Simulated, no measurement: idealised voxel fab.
process module | voxel air gaps
cross-section cut | 300 nm wide | cells 5 nm
A cross-section is a grid of square cells, given in bands from the top down. A band is one or more rows of cells.
Each band's line starts with the height of the band's top and of its bottom, in nm. Then come its materials from left to right, each with its width in nm. One material with "throughout" fills the band from edge to edge. "air" is empty space.
Height 0 is the level under which the wafer as received is all one material. The lowest band goes on downwards, as in "0 down".
A width such as "30 to 40" changes by the same amount from each row of cells to the next, from the band's top row to its bottom row.
"no change" after a step means that no cell of the cross-section changed.
closed voids: empty space of 8 cells or more with no open way to the top, each as width x height at its distance from the left edge, in nm
after a step's settings: what the simulator itself notes on the step
overlay nm, on a step with a mask: how far to the right of its planned place the mask lay; to the left if negative
plan
1 op RECEIVE | material Si
2 op CONFORMAL_DEP | material SiO2 | thk nm 15
3 op CONFORMAL_DEP | material SiCN | thk nm 5
4 op DIRECTIONAL_DEP | material lowk | thk nm 30
5 op PATTERN | tone open | mask id LINES | material resist | width nm 25 | pitch nm 55 | thk nm 20 | overlay nm 0
6 op DIRECTIONAL_ETCH | etch materials lowk | depth nm 30
7 op STRIP | etch materials resist
8 op CONFORMAL_DEP | material TiN | thk nm 5
9 op FILL_DEP | material W | thk nm 5
10 op CMP | height nm 50
11 op EPI | material Ru | thk nm 10
12 op SELECTIVE_ETCH | etch materials lowk | depth nm 40
13 op CONFORMAL_DEP | material SiCN | thk nm 5
as received, after step 1
  0 down: Si throughout
  closed voids: none
a wafer at the end: this start, this plan, one mistake
  65 to 60: air 40 | SiCN 220 | air 40
  60 to 50: air 40 | SiCN 5 | Ru 45 | SiCN 10 | Ru 45 | SiCN 10 | Ru 45 | SiCN 10 | Ru 45 | SiCN 5 | air 40
  50 to 45: air 40 | SiCN 15 | TiN 5 | W 15 | TiN 5 | SiCN 30 | TiN 5 | W 15 | TiN 5 | SiCN 30 | TiN 5 | W 15 | TiN 5 | SiCN 30 | TiN 5 | W 15 | TiN 5 | SiCN 15 | air 40
  45 to 40: air 50 | SiCN 5 | TiN 5 | W 15 | TiN 5 | SiCN 5 | air 20 | SiCN 5 | TiN 5 | W 15 | TiN 5 | SiCN 5 | air 20 | SiCN 5 | TiN 5 | W 15 | TiN 5 | SiCN 5 | air 20 | SiCN 5 | TiN 5 | W 15 | TiN 5 | SiCN 5 | air 50
  40 to 35: SiCN 55 | TiN 25 | SiCN 30 | TiN 25 | SiCN 30 | TiN 25 | SiCN 30 | TiN 25 | SiCN 55
  35 to 30: SiCN throughout
  30 to 0: SiO2 throughout
  0 down: Si throughout
  closed voids: none
what went wrong: step 2 was run twice
